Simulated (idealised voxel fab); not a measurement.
Herein follows the process module entitled voxel fin reveal.
We display cut, a cross-section 145 nm in width whose square cells are each 5 nm.
Heads up, the way a cross-section reads in here is a grid of square cells, handed over as bands from the top down, with every band being one or more rows of cells. What a band's entry tells you: where the top is and where the bottom is, as heights in nm, and after that what lies inside, material by material from left to right, each with its width in nm. Empty space is written as the word "blank", and a single material marked with the word "throughout" occupies the band from edge to edge. Measure heights from 0. That's the level where, below it, the as-received wafer is all one material. The lowest band is bottomless and extends downward; write it as in "0..down". A two-number width, for instance "30 to 40", indicates that the width is equal to the first number in the top row of the band and to the second number in the bottom row, and that it changes by a constant amount per row of cells. Take "nothing altered" at face value: in the step it is given for, the cross-section changed in none of its cells. Listed in "Cavities, closed": every empty space of 8 or more cells without an open way to the top. Form: width x height at distance, the distance being from the left edge, all in nm. Read whatever lies past the settings on a step's line as the simulator's own remark about the step. overlay nm: mask offset rightward from planned place, masked step; negative means leftward offset.
So here's the lineup of process steps we planned:
1. RECEIVE [material Si]
2. CONFORMAL_DEP [material SiN] [thk nm 10]
3. PATTERN [tone cover] [mask id FINS] [material resist] [width nm 15] [pitch nm 40] [thk nm 20] [overlay nm 0]
4. DIRECTIONAL_ETCH [etch materials SiN] [depth nm 10]
5. DIRECTIONAL_ETCH [etch materials Si] [depth nm 35]
6. STRIP [etch materials resist]
7. FILL_DEP [material SiO2] [thk nm 5]
8. CMP [height nm 10]
9. SELECTIVE_ETCH [etch materials SiO2] [depth nm 20]
10. STRIP [etch materials SiN]
11. CONFORMAL_DEP [material HfO2] [thk nm 5]
As-received wafer cross-section (after step 1):
- 0..down  Si throughout
- Cavities, closed: none
Cross-sectional view of the first of the two wafers upon completion of the module, processed in accordance with the plan:
- 5..0  blank (40) | HfO2 (25) | blank (15) | HfO2 (25) | blank (40)
- 0..-5  blank (40) | HfO2 (5) | Si (15) | HfO2 (5) | blank (15) | HfO2 (5) | Si (15) | HfO2 (5) | blank (40)
- -5..-10  HfO2 (45) | Si (15) | HfO2 (25) | Si (15) | HfO2 (45)
- -10..-35  SiO2 (45) | Si (15) | SiO2 (25) | Si (15) | SiO2 (45)
- -35..down  Si throughout
- Cavities, closed: none
Cross-sectional image of the second wafer of the two following completion of the module. Starting state and process plan were the same as for the first wafer; one execution error occurred:
- 5..0  blank (40) | HfO2 (30) | blank (10) | HfO2 (30) | blank (35)
- 0..-5  blank (40) | HfO2 (5) | Si (20) | HfO2 (5) | blank (10) | HfO2 (5) | Si (20) | HfO2 (5) | blank (35)
- -5..-10  HfO2 (45) | Si (20) | HfO2 (20) | Si (20) | HfO2 (40)
- -10..-35  SiO2 (45) | Si (20) | SiO2 (20) | Si (20) | SiO2 (40)
- -35..down  Si throughout
- Cavities, closed: none
Heads up, the wafer didn't run the way we planned it: it should be noted that step 3 was executed with settings other than those planned, the operation and settings actually applied being PATTERN [tone cover] [mask id FINS] [material resist] [width nm 20] [pitch nm 40] [thk nm 20] [overlay nm 0]
Wrapping up, a cell-based count of both wafers puts the second over or under the first for these materials: +14 Si, -10 SiO2
